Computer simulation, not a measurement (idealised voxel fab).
Process module under the name voxel transistor to metal
Cross-section cut spans 175 nm and uses square cells 5 nm in size.
Cross-sections here: square-cell grids, written as top-down lists of bands, a band being one or more rows of cells. Heights first: top, then bottom, in nm. Then materials, left to right, each with a width in nm. "full width" on a single material: fills the band edge to edge. "empty": empty space. Where do heights start? At 0: under that level the wafer as delivered is made of one material only. And the lowest band has no floor; it just carries on downward, as in "0 and below". The two numbers in a width such as "30 to 40" mark its ends across the band: the first belongs to the top row of cells, the second to the bottom row, and from each row to the next the width moves by the same amount. A step reported as "left unchanged" is a step in which no cell of the cross-section changed. Look at "Internal closed voids" for the closed voids: empty spaces with no open path to the top, sized 8 cells or up. Each is width x height at distance, distance from the left edge, all nm. Step line, after settings: the simulator's comment on this step. Among the settings permitted on a step's line is "overlay nm"; applied to a step with a mask, it specifies the extent to which the mask lay to the right of its planned position, whereas a negative figure signifies a position to the left.

Process steps - plan:
step 1: RECEIVE, material Si
step 2: OXIDIZE, depth nm 5
step 3: CONFORMAL_DEP, material SiN, thk nm 15
step 4: PATTERN, tone cover, mask id ACTIVE, material resist, width nm 135, thk nm 20, overlay nm 0
step 5: DIRECTIONAL_ETCH, etch materials SiN, depth nm 15
step 6: DIRECTIONAL_ETCH, etch materials SiO2, depth nm 5
step 7: DIRECTIONAL_ETCH, etch materials Si, depth nm 25
step 8: STRIP, etch materials resist
step 9: FILL_DEP, material SiO2, thk nm 15
step 10: CMP, height nm 15
step 11: SELECTIVE_ETCH, etch materials SiO2, depth nm 10
step 12: STRIP, etch materials SiN
step 13: SELECTIVE_ETCH, etch materials SiO2, depth nm 5
step 14: OXIDIZE, depth nm 5
step 15: DIRECTIONAL_DEP, material polySi, thk nm 30
step 16: DIRECTIONAL_DEP, material SiCN, thk nm 15
step 17: PATTERN, tone cover, mask id GATE, material resist, width nm 35, thk nm 20, overlay nm 0
step 18: DIRECTIONAL_ETCH, etch materials SiCN, depth nm 25
step 19: DIRECTIONAL_ETCH, etch materials polySi, depth nm 40
step 20: STRIP, etch materials resist
step 21: CONFORMAL_DEP, material SiO2, thk nm 5
step 22: DIRECTIONAL_ETCH, etch materials SiO2, depth nm 5
step 23: CONFORMAL_DEP, material SiN, thk nm 10
step 24: DIRECTIONAL_ETCH, etch materials SiN, depth nm 10
step 25: DIRECTIONAL_ETCH, etch materials SiO2, depth nm 5
step 26: DIRECTIONAL_ETCH, etch materials Si, depth nm 15
step 27: EPI, material nSi, thk nm 15
step 28: FILL_DEP, material SiO2, thk nm 5
step 29: CMP, height nm 25
step 30: STRIP, etch materials polySi
step 31: SELECTIVE_ETCH, etch materials SiO2, depth nm 5
step 32: CONFORMAL_DEP, material HfO2, thk nm 5
step 33: CONFORMAL_DEP, material TiN, thk nm 5
step 34: FILL_DEP, material W, thk nm 5
step 35: CMP, height nm 20
step 36: DIRECTIONAL_DEP, material SiO2, thk nm 10
step 37: MASKED_ETCH, tone open, mask id CONTACT, width nm 20, pitch nm 95, etch materials SiO2, depth nm 25, overlay nm 0
step 38: CONFORMAL_DEP, material TiN, thk nm 5
step 39: FILL_DEP, material W, thk nm 10
step 40: CMP, height nm 30
step 41: DIRECTIONAL_DEP, material TiN, thk nm 5
step 42: DIRECTIONAL_DEP, material W, thk nm 15
step 43: DIRECTIONAL_DEP, material aC, thk nm 10
step 44: PATTERN, tone cover, mask id METAL_1, material resist, width nm 20, pitch nm 95, thk nm 30, overlay nm 0
step 45: DIRECTIONAL_ETCH, etch materials aC, depth nm 10
step 46: STRIP, etch materials resist
step 47: DIRECTIONAL_ETCH, etch materials W, depth nm 15
step 48: DIRECTIONAL_ETCH, etch materials TiN, depth nm 5
step 49: STRIP, etch materials aC
step 50: CONFORMAL_DEP, material SiCN, thk nm 5
step 51: FILL_DEP, material lowk, thk nm 10
step 52: CMP, height nm 50
step 53: CONFORMAL_DEP, material SiCN, thk nm 5

Incoming wafer in cross-section (state: after step 1):
- 0 and below  Si full width
- Internal closed voids: none

The first of two wafers, cross-sectioned at the end of the module, with the run proceeding as planned:
- 55 down to 50  SiCN full width
- 50 down to 35  25 nm lowk; 5 nm SiCN; 20 nm W; 5 nm SiCN; 65 nm lowk; 5 nm SiCN; 20 nm W; 5 nm SiCN; 25 nm lowk
- 35 down to 30  30 nm SiCN; 20 nm TiN; 75 nm SiCN; 20 nm TiN; 30 nm SiCN
- 30 down to 20  30 nm SiO2; 5 nm TiN; 10 nm W; 5 nm TiN; 75 nm SiO2; 5 nm TiN; 10 nm W; 5 nm TiN; 30 nm SiO2
- 20 down to 10  30 nm SiO2; 5 nm TiN; 10 nm W; 5 nm TiN; 5 nm SiO2; 10 nm SiN; 5 nm HfO2; 5 nm TiN; 25 nm W; 5 nm TiN; 5 nm HfO2; 10 nm SiN; 5 nm SiO2; 5 nm TiN; 10 nm W; 5 nm TiN; 30 nm SiO2
- 10 down to 5  30 nm SiO2; 20 nm TiN; 5 nm SiO2; 10 nm SiN; 5 nm HfO2; 5 nm TiN; 25 nm W; 5 nm TiN; 5 nm HfO2; 10 nm SiN; 5 nm SiO2; 20 nm TiN; 30 nm SiO2
- 5 down to 0  25 nm SiO2; 30 nm nSi; 10 nm SiN; 5 nm HfO2; 5 nm TiN; 25 nm W; 5 nm TiN; 5 nm HfO2; 10 nm SiN; 30 nm nSi; 25 nm SiO2
- 0 down to -5  20 nm SiO2; 10 nm SiN; 25 nm nSi; 10 nm SiN; 5 nm HfO2; 35 nm TiN; 5 nm HfO2; 10 nm SiN; 25 nm nSi; 10 nm SiN; 20 nm SiO2
- -5 down to -10  30 nm SiO2; 25 nm nSi; 10 nm SiO2; 45 nm HfO2; 10 nm SiO2; 25 nm nSi; 30 nm SiO2
- -10 down to -25  20 nm SiO2; 10 nm Si; 25 nm nSi; 65 nm Si; 25 nm nSi; 10 nm Si; 20 nm SiO2
- -25 down to -30  20 nm SiO2; 135 nm Si; 20 nm SiO2
- -30 and below  Si full width
- Internal closed voids: none

Same start, same plan as the first wafer - but one mistake in the run. Cross-section of the second of the two at the end of the module:
- 55 down to 50  SiCN full width
- 50 down to 35  25 nm lowk; 5 nm SiCN; 20 nm W; 5 nm SiCN; 65 nm lowk; 5 nm SiCN; 20 nm W; 5 nm SiCN; 25 nm lowk
- 35 down to 30  30 nm SiCN; 20 nm TiN; 75 nm SiCN; 20 nm TiN; 30 nm SiCN
- 30 down to 20  30 nm SiO2; 5 nm aC; 10 nm W; 5 nm aC; 75 nm SiO2; 5 nm aC; 10 nm W; 5 nm aC; 30 nm SiO2
- 20 down to 10  30 nm SiO2; 5 nm aC; 10 nm W; 5 nm aC; 5 nm SiO2; 10 nm SiN; 5 nm HfO2; 5 nm TiN; 25 nm W; 5 nm TiN; 5 nm HfO2; 10 nm SiN; 5 nm SiO2; 5 nm aC; 10 nm W; 5 nm aC; 30 nm SiO2
- 10 down to 5  30 nm SiO2; 20 nm aC; 5 nm SiO2; 10 nm SiN; 5 nm HfO2; 5 nm TiN; 25 nm W; 5 nm TiN; 5 nm HfO2; 10 nm SiN; 5 nm SiO2; 20 nm aC; 30 nm SiO2
- 5 down to 0  25 nm SiO2; 30 nm nSi; 10 nm SiN; 5 nm HfO2; 5 nm TiN; 25 nm W; 5 nm TiN; 5 nm HfO2; 10 nm SiN; 30 nm nSi; 25 nm SiO2
- 0 down to -5  20 nm SiO2; 10 nm SiN; 25 nm nSi; 10 nm SiN; 5 nm HfO2; 35 nm TiN; 5 nm HfO2; 10 nm SiN; 25 nm nSi; 10 nm SiN; 20 nm SiO2
- -5 down to -10  30 nm SiO2; 25 nm nSi; 10 nm SiO2; 45 nm HfO2; 10 nm SiO2; 25 nm nSi; 30 nm SiO2
- -10 down to -25  20 nm SiO2; 10 nm Si; 25 nm nSi; 65 nm Si; 25 nm nSi; 10 nm Si; 20 nm SiO2
- -25 down to -30  20 nm SiO2; 135 nm Si; 20 nm SiO2
- -30 and below  Si full width
- Internal closed voids: none
Nonconformance to the process plan: in deviation from the planned setting, step 38 was conducted as CONFORMAL_DEP, material aC, thk nm 5
Wafer comparison, final, in cells, second relative to first, materials more or fewer: 24 fewer of TiN | 24 more of aC
